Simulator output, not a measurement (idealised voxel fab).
Process module under the name voxel self aligned contacts
Cross-sectional view cut (width: 200 nm; square cell size: 5 nm).
If you're reading a cross-section in this doc, picture square cells in a grid; it comes to you as bands, top ones listed first down to the bottom, and a band can be one or more rows of cells. Band: top and bottom heights (nm) first, top before bottom; then materials from left to right, widths in nm. "edge to edge" marks a sole material filling the band edge to edge. "empty" denotes empty space. A quick word on heights: they are counted from 0, and under that level the wafer as it came to us is one material throughout. The lowest band is different from the rest in having no bottom; it simply continues downward, written as in "0 nm and below". Top row gets the first number, bottom row gets the second, and each row in between changes by the same step: that is how a band width like "30 to 40" works. Any step labelled "no modifications" changed none of the cells in the cross-section. "Trapped void list" contains a list of empty spaces, each no smaller than 8 cells and without an open way to the top, written in the form width x height at distance with the distance from the left edge and all three in nm. It should be noted that, on the line of a given step, the content following the step's settings is a remark produced by the simulator itself with respect to that step. "overlay nm" denotes, for a step that has a mask, the displacement of the mask to the right of its planned place, with negative values corresponding to the left.

[Steps planned for the process]
- 1: RECEIVE with material Si
- 2: OXIDIZE with depth nm 5
- 3: DIRECTIONAL_DEP with material polySi, thk nm 20
- 4: DIRECTIONAL_DEP with material SiN, thk nm 25
- 5: PATTERN with tone cover, mask id GATE, material resist, width nm 30, pitch nm 70, thk nm 20, overlay nm 0
- 6: DIRECTIONAL_ETCH with etch materials SiN, depth nm 25
- 7: DIRECTIONAL_ETCH with etch materials polySi, depth nm 20
- 8: STRIP with etch materials resist
- 9: CONFORMAL_DEP with material SiN, thk nm 10
- 10: DIRECTIONAL_ETCH with etch materials SiN, depth nm 10
- 11: FILL_DEP with material SiO2, thk nm 15
- 12: CMP with height nm 50
- 13: MASKED_ETCH with tone open, mask id CONTACT, width nm 50, pitch nm 70, etch materials SiO2, depth nm 55, overlay nm 0
- 14: CONFORMAL_DEP with material TiN, thk nm 5
- 15: FILL_DEP with material W, thk nm 5
- 16: CMP with height nm 50
- 17: CONFORMAL_DEP with material SiCN, thk nm 5

[Cross-section, incoming material, after step 1]
> 0 nm and below: Si edge to edge
> Trapped void list: none

[Wafer cross-section at end of module: start and plan as shown above, one execution error]
> 55 nm to 50 nm: SiCN edge to edge
> 50 nm to 45 nm: TiN 40, then SiO2 50, then TiN 20, then SiO2 50, then TiN 40
> 45 nm to 20 nm: TiN 5, then SiN 50, then SiO2 20, then SiN 50, then SiO2 20, then SiN 50, then TiN 5
> 20 nm to 0 nm: TiN 5, then SiN 10, then polySi 30, then SiN 10, then SiO2 20, then SiN 10, then polySi 30, then SiN 10, then SiO2 20, then SiN 10, then polySi 30, then SiN 10, then TiN 5
> 0 nm to -5 nm: TiN 5, then SiO2 190, then TiN 5
> -5 nm and below: Si edge to edge
> Trapped void list: none
The mistake made against the process plan was this: the process deviated at step 13: the operation and settings actually run there were MASKED_ETCH with tone cover, mask id CONTACT, width nm 50, pitch nm 70, etch materials SiO2, depth nm 55, overlay nm 0
